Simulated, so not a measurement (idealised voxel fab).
process module | voxel transistor to metal
cross-section cut | 155 nm wide | cells 5 nm
A cross-section is a grid of square cells, given in bands from the top down. A band is one or more rows of cells.
Each band's line starts with the height of the band's top and of its bottom, in nm. Then come its materials from left to right, each with its width in nm. One material with "throughout" fills the band from edge to edge. "air" is empty space.
Height 0 is the level under which the wafer as received is all one material. The lowest band goes on downwards, as in "0 down".
A width such as "30 to 40" changes by the same amount from each row of cells to the next, from the band's top row to its bottom row.
"no change" after a step means that no cell of the cross-section changed.
closed voids: empty space of 8 cells or more with no open way to the top, each as width x height at its distance from the left edge, in nm
after a step's settings: what the simulator itself notes on the step
overlay nm, on a step with a mask: how far to the right of its planned place the mask lay; to the left if negative
plan
1 op RECEIVE | material Si
2 op OXIDIZE | depth nm 5
3 op CONFORMAL_DEP | material SiN | thk nm 15
4 op MASKED_ETCH | tone cover | mask id ACTIVE | width nm 95 | etch materials SiN | depth nm 15 | overlay nm 0
5 op MASKED_ETCH | tone cover | mask id ACTIVE | width nm 95 | etch materials SiO2 | depth nm 5 | overlay nm 0
6 op MASKED_ETCH | tone cover | mask id ACTIVE | width nm 95 | etch materials Si | depth nm 25 | overlay nm 0
7 op OXIDIZE | depth nm 5
8 op FILL_DEP | material SiO2 | thk nm 5
9 op CMP | height nm 15
10 op SELECTIVE_ETCH | etch materials SiO2 | depth nm 10
11 op STRIP | etch materials SiN
12 op SELECTIVE_ETCH | etch materials SiO2 | depth nm 5
13 op OXIDIZE | depth nm 5
14 op DIRECTIONAL_DEP | material polySi | thk nm 20
15 op DIRECTIONAL_DEP | material SiCN | thk nm 10
16 op MASKED_ETCH | tone cover | mask id GATE | width nm 15 | etch materials SiCN | depth nm 20 | overlay nm 0
17 op MASKED_ETCH | tone cover | mask id GATE | width nm 15 | etch materials polySi | depth nm 30 | overlay nm 0
18 op CONFORMAL_DEP | material SiO2 | thk nm 5
19 op DIRECTIONAL_ETCH | etch materials SiO2 | depth nm 5
20 op CONFORMAL_DEP | material SiN | thk nm 10
21 op DIRECTIONAL_ETCH | etch materials SiN | depth nm 10
22 op DIRECTIONAL_ETCH | etch materials SiO2 | depth nm 5
23 op DIRECTIONAL_ETCH | etch materials Si | depth nm 15
24 op EPI | material pSi | thk nm 20
25 op FILL_DEP | material SiO2 | thk nm 10
26 op CMP | height nm 25
27 op DIRECTIONAL_DEP | material SiO2 | thk nm 15
28 op PATTERN | tone open | mask id CONTACT | material resist | width nm 20 | pitch nm 65 | thk nm 15 | overlay nm 0
29 op DIRECTIONAL_ETCH | etch materials SiO2 | depth nm 30
30 op STRIP | etch materials resist
31 op CONFORMAL_DEP | material TiN | thk nm 5
32 op FILL_DEP | material W | thk nm 5
33 op CMP | height nm 40
34 op DIRECTIONAL_DEP | material TiN | thk nm 5
35 op DIRECTIONAL_DEP | material Ru | thk nm 25
36 op PATTERN | tone cover | mask id METAL_1 | material resist | width nm 20 | pitch nm 65 | thk nm 15 | overlay nm 0
37 op DIRECTIONAL_ETCH | etch materials Ru | depth nm 25
38 op DIRECTIONAL_ETCH | etch materials TiN | depth nm 5
39 op STRIP | etch materials resist
40 op FILL_DEP | material lowk | thk nm 10
41 op CMP | height nm 70
42 op CONFORMAL_DEP | material SiCN | thk nm 5
43 op DIRECTIONAL_DEP | material SiO2 | thk nm 35
44 op MASKED_ETCH | tone open | mask id METAL_2_HOLES | width nm 15 | pitch nm 65 | etch materials SiO2 | depth nm 35 | overlay nm 0
45 op PATTERN | tone open | mask id METAL_2 | material resist | width nm 20 | pitch nm 65 | thk nm 20 | overlay nm 0
46 op DIRECTIONAL_ETCH | etch materials SiO2 | depth nm 20
47 op DIRECTIONAL_ETCH | etch materials SiCN | depth nm 5
48 op STRIP | etch materials resist
49 op CONFORMAL_DEP | material TiN | thk nm 5
50 op FILL_DEP | material Ru | thk nm 5
51 op CMP | height nm 110
52 op CONFORMAL_DEP | material SiCN | thk nm 5
as received, after step 1
  0 down: Si throughout
  closed voids: none
a wafer at the end: this start, this plan, one mistake
  115 to 110: SiCN throughout
  110 to 95: SiO2 35 | TiN 5 | Ru 10 | TiN 5 | SiO2 45 | TiN 5 | Ru 10 | TiN 5 | SiO2 35
  95 to 90: SiO2 35 | TiN 5 | Ru 5 | TiN 10 | SiO2 45 | TiN 5 | Ru 5 | TiN 10 | SiO2 35
  90 to 75: SiO2 35 | TiN 5 | Ru 5 | TiN 5 | SiO2 50 | TiN 5 | Ru 5 | TiN 5 | SiO2 40
  75 to 70: SiCN 35 | TiN 15 | SiCN 50 | TiN 15 | SiCN 40
  70 to 45: lowk 35 | Ru 20 | lowk 45 | Ru 20 | lowk 35
  45 to 40: lowk 35 | TiN 20 | lowk 45 | TiN 20 | lowk 35
  40 to 25: SiO2 35 | TiN 5 | W 10 | TiN 5 | SiO2 45 | TiN 5 | W 10 | TiN 5 | SiO2 35
  25 to 20: SiO2 35 | TiN 5 | W 10 | TiN 5 | SiN 10 | SiO2 5 | SiCN 15 | SiO2 5 | SiN 10 | TiN 5 | W 10 | TiN 5 | SiO2 35
  20 to 15: SiO2 35 | TiN 20 | SiN 10 | SiO2 5 | polySi 15 | SiO2 5 | SiN 10 | TiN 20 | SiO2 35
  15 to 10: SiO2 35 | pSi 20 | SiN 10 | SiO2 5 | polySi 15 | SiO2 5 | SiN 10 | pSi 20 | SiO2 35
  10 to 0: pSi 55 | SiN 10 | SiO2 5 | polySi 15 | SiO2 5 | SiN 10 | pSi 55
  0 to -5: pSi 20 | SiN 10 | pSi 25 | SiO2 45 | pSi 25 | SiN 10 | pSi 20
  -5 to -10: pSi 20 | SiO2 20 | pSi 15 | Si 45 | pSi 15 | SiO2 20 | pSi 20
  -10 to -20: pSi 20 | Si 20 | pSi 15 | Si 45 | pSi 15 | Si 20 | pSi 20
  -20 to -25: pSi 20 | Si 115 | pSi 20
  -25 down: Si throughout
  closed voids: none
what went wrong: step 4 ran as: op MASKED_ETCH | tone open | mask id ACTIVE | width nm 95 | etch materials SiN | depth nm 15 | overlay nm 0
